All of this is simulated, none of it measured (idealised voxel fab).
process module | voxel self aligned vias
cross-section cut | 170 nm wide | cells 5 nm
A cross-section is a grid of square cells, given in bands from the top down. A band is one or more rows of cells.
Each band's line starts with the height of the band's top and of its bottom, in nm. Then come its materials from left to right, each with its width in nm. One material with "throughout" fills the band from edge to edge. "air" is empty space.
Height 0 is the level under which the wafer as received is all one material. The lowest band goes on downwards, as in "0 down".
A width such as "30 to 40" changes by the same amount from each row of cells to the next, from the band's top row to its bottom row.
"no change" after a step means that no cell of the cross-section changed.
closed voids: empty space of 8 cells or more with no open way to the top, each as width x height at its distance from the left edge, in nm
after a step's settings: what the simulator itself notes on the step
overlay nm, on a step with a mask: how far to the right of its planned place the mask lay; to the left if negative
plan
1 op RECEIVE | material Si
2 op CONFORMAL_DEP | material SiO2 | thk nm 10
3 op CONFORMAL_DEP | material SiCN | thk nm 5
4 op DIRECTIONAL_DEP | material lowk | thk nm 20
5 op MASKED_ETCH | tone open | mask id LINES | width nm 20 | pitch nm 70 | etch materials lowk | depth nm 20 | overlay nm 0
6 op CONFORMAL_DEP | material TiN | thk nm 5
7 op FILL_DEP | material Ru | thk nm 5
8 op CMP | height nm 35
9 op SELECTIVE_ETCH | etch materials W Ru TiN | depth nm 10
10 op FILL_DEP | material SiN | thk nm 10
11 op CMP | height nm 35
12 op DIRECTIONAL_DEP | material lowk | thk nm 15
13 op DIRECTIONAL_DEP | material aC | thk nm 10
14 op PATTERN | tone open | mask id VIAS | material resist | width nm 40 | pitch nm 70 | thk nm 25 | overlay nm 0
15 op DIRECTIONAL_ETCH | etch materials aC | depth nm 10
16 op STRIP | etch materials resist
17 op DIRECTIONAL_ETCH | etch materials lowk | depth nm 15
18 op DIRECTIONAL_ETCH | etch materials SiN | depth nm 10
19 op STRIP | etch materials aC
20 op CONFORMAL_DEP | material TiN | thk nm 5
21 op FILL_DEP | material W | thk nm 10
22 op CMP | height nm 50
23 op CONFORMAL_DEP | material SiCN | thk nm 5
first wafer, as planned
as received, after step 1
  0 down: Si throughout
  closed voids: none
after step 2
  10 to 0: SiO2 throughout
  below 0: unchanged
after step 3
  15 to 10: SiCN throughout
  below 10: unchanged
after step 4
  35 to 15: lowk throughout
  below 15: unchanged
after step 5
  35 to 15: lowk 40 | air 20 | lowk 50 | air 20 | lowk 40
  below 15: unchanged
after step 6
  40 to 35: TiN 45 | air 10 | TiN 60 | air 10 | TiN 45
  35 to 20: lowk 40 | TiN 5 | air 10 | TiN 5 | lowk 50 | TiN 5 | air 10 | TiN 5 | lowk 40
  20 to 15: lowk 40 | TiN 20 | lowk 50 | TiN 20 | lowk 40
  below 15: unchanged
after step 7
  45 to 40: Ru throughout
  40 to 35: TiN 45 | Ru 10 | TiN 60 | Ru 10 | TiN 45
  35 to 20: lowk 40 | TiN 5 | Ru 10 | TiN 5 | lowk 50 | TiN 5 | Ru 10 | TiN 5 | lowk 40
  below 20: unchanged
after step 8
  35 to 20: lowk 40 | TiN 5 | Ru 10 | TiN 5 | lowk 50 | TiN 5 | Ru 10 | TiN 5 | lowk 40
  below 20: unchanged
after step 9
  35 to 25: lowk 40 | air 20 | lowk 50 | air 20 | lowk 40
  below 25: unchanged
after step 10
  45 to 35: SiN throughout
  35 to 25: lowk 40 | SiN 20 | lowk 50 | SiN 20 | lowk 40
  below 25: unchanged
after step 11
  35 to 25: lowk 40 | SiN 20 | lowk 50 | SiN 20 | lowk 40
  below 25: unchanged
after step 12
  50 to 35: lowk throughout
  below 35: unchanged
after step 13
  60 to 50: aC throughout
  below 50: unchanged
after step 14
  85 to 60: resist 30 | air 40 | resist 30 | air 40 | resist 30
  below 60: unchanged
after step 15
  75 to 60: resist 30 | air 40 | resist 30 | air 40 | resist 30
  60 to 50: aC 30 | air 40 | aC 30 | air 40 | aC 30
  below 50: unchanged
after step 16
  60 to 50: aC 30 | air 40 | aC 30 | air 40 | aC 30
  below 50: unchanged
after step 17
  60 to 50: aC 30 | air 40 | aC 30 | air 40 | aC 30
  50 to 35: lowk 30 | air 40 | lowk 30 | air 40 | lowk 30
  below 35: unchanged
after step 18
  60 to 50: aC 30 | air 40 | aC 30 | air 40 | aC 30
  50 to 35: lowk 30 | air 40 | lowk 30 | air 40 | lowk 30
  35 to 25: lowk 40 | air 20 | lowk 50 | air 20 | lowk 40
  below 25: unchanged
after step 19
  50 to 35: lowk 30 | air 40 | lowk 30 | air 40 | lowk 30
  below 35: unchanged
after step 20
  55 to 50: TiN 35 | air 30 | TiN 40 | air 30 | TiN 35
  50 to 40: lowk 30 | TiN 5 | air 30 | TiN 5 | lowk 30 | TiN 5 | air 30 | TiN 5 | lowk 30
  40 to 30: lowk 30 to 40 | TiN 15 to 5 | air 10 | TiN 15 to 5 | lowk 30 to 50 | TiN 15 to 5 | air 10 | TiN 15 to 5 | lowk 30 to 40
  30 to 25: lowk 40 | TiN 20 | lowk 50 | TiN 20 | lowk 40
  below 25: unchanged
after step 21
  65 to 55: W throughout
  55 to 50: TiN 35 | W 30 | TiN 40 | W 30 | TiN 35
  50 to 40: lowk 30 | TiN 5 | W 30 | TiN 5 | lowk 30 | TiN 5 | W 30 | TiN 5 | lowk 30
  40 to 30: lowk 30 to 40 | TiN 15 to 5 | W 10 | TiN 15 to 5 | lowk 30 to 50 | TiN 15 to 5 | W 10 | TiN 15 to 5 | lowk 30 to 40
  below 30: unchanged
after step 22
  50 to 40: lowk 30 | TiN 5 | W 30 | TiN 5 | lowk 30 | TiN 5 | W 30 | TiN 5 | lowk 30
  below 40: unchanged
after step 23
  55 to 50: SiCN throughout
  below 50: unchanged
second wafer: like start, like plan, one mistake. Through step 1 it matches the first wafer
when step 2 should have ended
  5 to 0: SiCN throughout
  below 0: unchanged
when step 3 should have ended
  15 to 5: SiO2 throughout
  below 5: unchanged
when step 4 should have ended
  35 to 15: lowk throughout
  below 15: unchanged
when step 5 should have ended
  35 to 15: lowk 40 | air 20 | lowk 50 | air 20 | lowk 40
  below 15: unchanged
when step 6 should have ended
  40 to 35: TiN 45 | air 10 | TiN 60 | air 10 | TiN 45
  35 to 20: lowk 40 | TiN 5 | air 10 | TiN 5 | lowk 50 | TiN 5 | air 10 | TiN 5 | lowk 40
  20 to 15: lowk 40 | TiN 20 | lowk 50 | TiN 20 | lowk 40
  below 15: unchanged
when step 7 should have ended
  45 to 40: Ru throughout
  40 to 35: TiN 45 | Ru 10 | TiN 60 | Ru 10 | TiN 45
  35 to 20: lowk 40 | TiN 5 | Ru 10 | TiN 5 | lowk 50 | TiN 5 | Ru 10 | TiN 5 | lowk 40
  below 20: unchanged
when step 8 should have ended
  35 to 20: lowk 40 | TiN 5 | Ru 10 | TiN 5 | lowk 50 | TiN 5 | Ru 10 | TiN 5 | lowk 40
  below 20: unchanged
when step 9 should have ended
  35 to 25: lowk 40 | air 20 | lowk 50 | air 20 | lowk 40
  below 25: unchanged
when step 10 should have ended
  45 to 35: SiN throughout
  35 to 25: lowk 40 | SiN 20 | lowk 50 | SiN 20 | lowk 40
  below 25: unchanged
when step 11 should have ended
  35 to 25: lowk 40 | SiN 20 | lowk 50 | SiN 20 | lowk 40
  below 25: unchanged
when step 12 should have ended
  50 to 35: lowk throughout
  below 35: unchanged
when step 13 should have ended
  60 to 50: aC throughout
  below 50: unchanged
when step 14 should have ended
  85 to 60: resist 30 | air 40 | resist 30 | air 40 | resist 30
  below 60: unchanged
when step 15 should have ended
  75 to 60: resist 30 | air 40 | resist 30 | air 40 | resist 30
  60 to 50: aC 30 | air 40 | aC 30 | air 40 | aC 30
  below 50: unchanged
when step 16 should have ended
  60 to 50: aC 30 | air 40 | aC 30 | air 40 | aC 30
  below 50: unchanged
when step 17 should have ended
  60 to 50: aC 30 | air 40 | aC 30 | air 40 | aC 30
  50 to 35: lowk 30 | air 40 | lowk 30 | air 40 | lowk 30
  below 35: unchanged
when step 18 should have ended
  60 to 50: aC 30 | air 40 | aC 30 | air 40 | aC 30
  50 to 35: lowk 30 | air 40 | lowk 30 | air 40 | lowk 30
  35 to 25: lowk 40 | air 20 | lowk 50 | air 20 | lowk 40
  below 25: unchanged
when step 19 should have ended
  50 to 35: lowk 30 | air 40 | lowk 30 | air 40 | lowk 30
  below 35: unchanged
when step 20 should have ended
  55 to 50: TiN 35 | air 30 | TiN 40 | air 30 | TiN 35
  50 to 40: lowk 30 | TiN 5 | air 30 | TiN 5 | lowk 30 | TiN 5 | air 30 | TiN 5 | lowk 30
  40 to 30: lowk 30 to 40 | TiN 15 to 5 | air 10 | TiN 15 to 5 | lowk 30 to 50 | TiN 15 to 5 | air 10 | TiN 15 to 5 | lowk 30 to 40
  30 to 25: lowk 40 | TiN 20 | lowk 50 | TiN 20 | lowk 40
  below 25: unchanged
when step 21 should have ended
  65 to 55: W throughout
  55 to 50: TiN 35 | W 30 | TiN 40 | W 30 | TiN 35
  50 to 40: lowk 30 | TiN 5 | W 30 | TiN 5 | lowk 30 | TiN 5 | W 30 | TiN 5 | lowk 30
  40 to 30: lowk 30 to 40 | TiN 15 to 5 | W 10 | TiN 15 to 5 | lowk 30 to 50 | TiN 15 to 5 | W 10 | TiN 15 to 5 | lowk 30 to 40
  below 30: unchanged
when step 22 should have ended
  50 to 40: lowk 30 | TiN 5 | W 30 | TiN 5 | lowk 30 | TiN 5 | W 30 | TiN 5 | lowk 30
  below 40: unchanged
when step 23 should have ended
  55 to 50: SiCN throughout
  below 50: unchanged
what went wrong: steps 2 and 3 were swapped
at the end the second wafer has, in cells: as many of each material as the first, in other places
